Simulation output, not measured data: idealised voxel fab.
process module | voxel transistor to metal
cross-section cut | 215 nm wide | cells 5 nm
A cross-section is a grid of square cells, given in bands from the top down. A band is one or more rows of cells.
Each band's line starts with the height of the band's top and of its bottom, in nm. Then come its materials from left to right, each with its width in nm. One material with "throughout" fills the band from edge to edge. "air" is empty space.
Height 0 is the level under which the wafer as received is all one material. The lowest band goes on downwards, as in "0 down".
A width such as "30 to 40" changes by the same amount from each row of cells to the next, from the band's top row to its bottom row.
"no change" after a step means that no cell of the cross-section changed.
closed voids: empty space of 8 cells or more with no open way to the top, each as width x height at its distance from the left edge, in nm
after a step's settings: what the simulator itself notes on the step
overlay nm, on a step with a mask: how far to the right of its planned place the mask lay; to the left if negative
plan
1 op RECEIVE | material Si
2 op CONFORMAL_DEP | material SiO2 | thk nm 5
3 op CONFORMAL_DEP | material SiN | thk nm 15
4 op PATTERN | tone cover | mask id ACTIVE | material resist | width nm 110 | thk nm 15 | overlay nm 0
5 op DIRECTIONAL_ETCH | etch materials SiN | depth nm 15
6 op DIRECTIONAL_ETCH | etch materials SiO2 | depth nm 5
7 op DIRECTIONAL_ETCH | etch materials Si | depth nm 20
8 op STRIP | etch materials resist
9 op OXIDIZE | depth nm 5
10 op FILL_DEP | material SiO2 | thk nm 15
11 op CMP | height nm 20
12 op SELECTIVE_ETCH | etch materials SiO2 | depth nm 10
13 op STRIP | etch materials SiN
14 op SELECTIVE_ETCH | etch materials SiO2 | depth nm 5
15 op OXIDIZE | depth nm 5
16 op DIRECTIONAL_DEP | material polySi | thk nm 25
17 op DIRECTIONAL_DEP | material SiCN | thk nm 10
18 op MASKED_ETCH | tone cover | mask id GATE | width nm 20 | etch materials SiCN | depth nm 20 | overlay nm 0
19 op MASKED_ETCH | tone cover | mask id GATE | width nm 20 | etch materials polySi | depth nm 35 | overlay nm 0
20 op CONFORMAL_DEP | material SiO2 | thk nm 5
21 op DIRECTIONAL_ETCH | etch materials SiO2 | depth nm 5
22 op CONFORMAL_DEP | material SiN | thk nm 5
23 op DIRECTIONAL_ETCH | etch materials SiN | depth nm 5
24 op DIRECTIONAL_ETCH | etch materials SiO2 | depth nm 5
25 op DIRECTIONAL_ETCH | etch materials Si | depth nm 10
26 op EPI | material SiGe | thk nm 15
27 op FILL_DEP | material SiO2 | thk nm 5
28 op CMP | height nm 35
29 op DIRECTIONAL_DEP | material SiO2 | thk nm 15
30 op DIRECTIONAL_DEP | material aC | thk nm 10
31 op PATTERN | tone open | mask id CONTACT | material resist | width nm 20 | pitch nm 70 | thk nm 30 | overlay nm 0
32 op DIRECTIONAL_ETCH | etch materials aC | depth nm 10
33 op STRIP | etch materials resist
34 op DIRECTIONAL_ETCH | etch materials SiO2 | depth nm 50
35 op STRIP | etch materials aC
36 op CONFORMAL_DEP | material TiN | thk nm 5
37 op FILL_DEP | material W | thk nm 10
38 op CMP | height nm 50
39 op DIRECTIONAL_DEP | material TiN | thk nm 5
40 op DIRECTIONAL_DEP | material Ru | thk nm 25
41 op DIRECTIONAL_DEP | material aC | thk nm 15
42 op PATTERN | tone cover | mask id METAL_1 | material resist | width nm 20 | pitch nm 70 | thk nm 35 | overlay nm 0
43 op DIRECTIONAL_ETCH | etch materials aC | depth nm 15
44 op STRIP | etch materials resist
45 op DIRECTIONAL_ETCH | etch materials Ru | depth nm 25
46 op DIRECTIONAL_ETCH | etch materials TiN | depth nm 5
47 op STRIP | etch materials aC
48 op FILL_DEP | material lowk | thk nm 10
49 op CMP | height nm 80
50 op CONFORMAL_DEP | material SiCN | thk nm 5
as received, after step 1
  0 down: Si throughout
  closed voids: none
first wafer at the end, as planned
  85 to 80: SiCN throughout
  80 to 55: lowk 60 | Ru 20 | lowk 50 | Ru 20 | lowk 65
  55 to 50: lowk 60 | TiN 20 | lowk 50 | TiN 20 | lowk 65
  50 to 35: SiO2 60 | TiN 5 | W 10 | TiN 5 | SiO2 50 | TiN 5 | W 10 | TiN 5 | SiO2 65
  35 to 25: SiO2 60 | TiN 5 | W 10 | TiN 5 | SiO2 5 | SiN 5 | SiO2 5 | SiCN 20 | SiO2 5 | SiN 5 | SiO2 5 | TiN 5 | W 10 | TiN 5 | SiO2 65
  25 to 15: SiO2 60 | TiN 5 | W 10 | TiN 5 | SiO2 5 | SiN 5 | SiO2 5 | polySi 20 | SiO2 5 | SiN 5 | SiO2 5 | TiN 5 | W 10 | TiN 5 | SiO2 65
  15 to 10: SiO2 60 | TiN 20 | SiO2 5 | SiN 5 | SiO2 5 | polySi 20 | SiO2 5 | SiN 5 | SiO2 5 | TiN 20 | SiO2 65
  10 to 5: SiO2 60 | TiN 10 | SiGe 15 | SiN 5 | SiO2 5 | polySi 20 | SiO2 5 | SiN 5 | SiGe 15 | TiN 10 | SiO2 65
  5 to 0: SiO2 50 | SiN 5 | SiO2 5 | TiN 10 | SiGe 15 | SiN 5 | SiO2 5 | polySi 20 | SiO2 5 | SiN 5 | SiGe 15 | TiN 10 | SiO2 5 | SiN 5 | SiO2 55
  0 to -5: SiO2 55 | SiGe 30 | SiO2 40 | SiGe 30 | SiO2 60
  -5 to -15: SiO2 55 | SiGe 30 | Si 40 | SiGe 30 | SiO2 60
  -15 to -25: SiO2 55 | Si 100 | SiO2 60
  -25 down: Si throughout
  closed voids: none
second wafer at the end: like start, like plan, one mistake
  85 to 80: SiCN throughout
  80 to 55: lowk 60 | Ru 20 | lowk 50 | Ru 20 | lowk 65
  55 to 50: lowk 60 | TiN 20 | lowk 50 | TiN 20 | lowk 65
  50 to 40: SiO2 60 | TiN 5 | W 10 | TiN 5 | SiO2 50 | TiN 5 | W 10 | TiN 5 | SiO2 65
  40 to 35: SiO2 60 | TiN 5 | W 5 | TiN 10 | SiO2 50 | TiN 10 | W 5 | TiN 5 | SiO2 65
  35 to 25: SiO2 60 | TiN 5 | W 5 | TiN 5 | SiN 5 | SiO2 15 | SiCN 20 | SiO2 15 | SiN 5 | TiN 5 | W 5 | TiN 5 | SiO2 65
  25 to 20: SiO2 60 | TiN 5 | W 5 | TiN 5 | SiN 5 | SiO2 15 | polySi 20 | SiO2 15 | SiN 5 | TiN 5 | W 5 | TiN 5 | SiO2 65
  20 to 15: SiO2 60 | TiN 15 | SiN 5 | SiO2 15 | polySi 20 | SiO2 15 | SiN 5 | TiN 15 | SiO2 65
  15 to 10: SiO2 60 | SiN 5 | TiN 10 | SiN 5 | SiO2 15 | polySi 20 | SiO2 15 | SiN 5 | TiN 10 | SiN 5 | SiO2 65
  10 to 0: SiO2 65 | TiN 10 | SiO2 20 | polySi 20 | SiO2 20 | TiN 10 | SiO2 70
  0 to -5: SiO2 throughout
  -5 to -25: SiO2 55 | Si 100 | SiO2 60
  -25 down: Si throughout
  closed voids: none
what went wrong: step 20 ran as: op CONFORMAL_DEP | material SiO2 | thk nm 15
at the end the second wafer has, in cells: 24 more of Si | 48 fewer of SiGe | 4 fewer of SiN | 40 more of SiO2 | 12 fewer of W
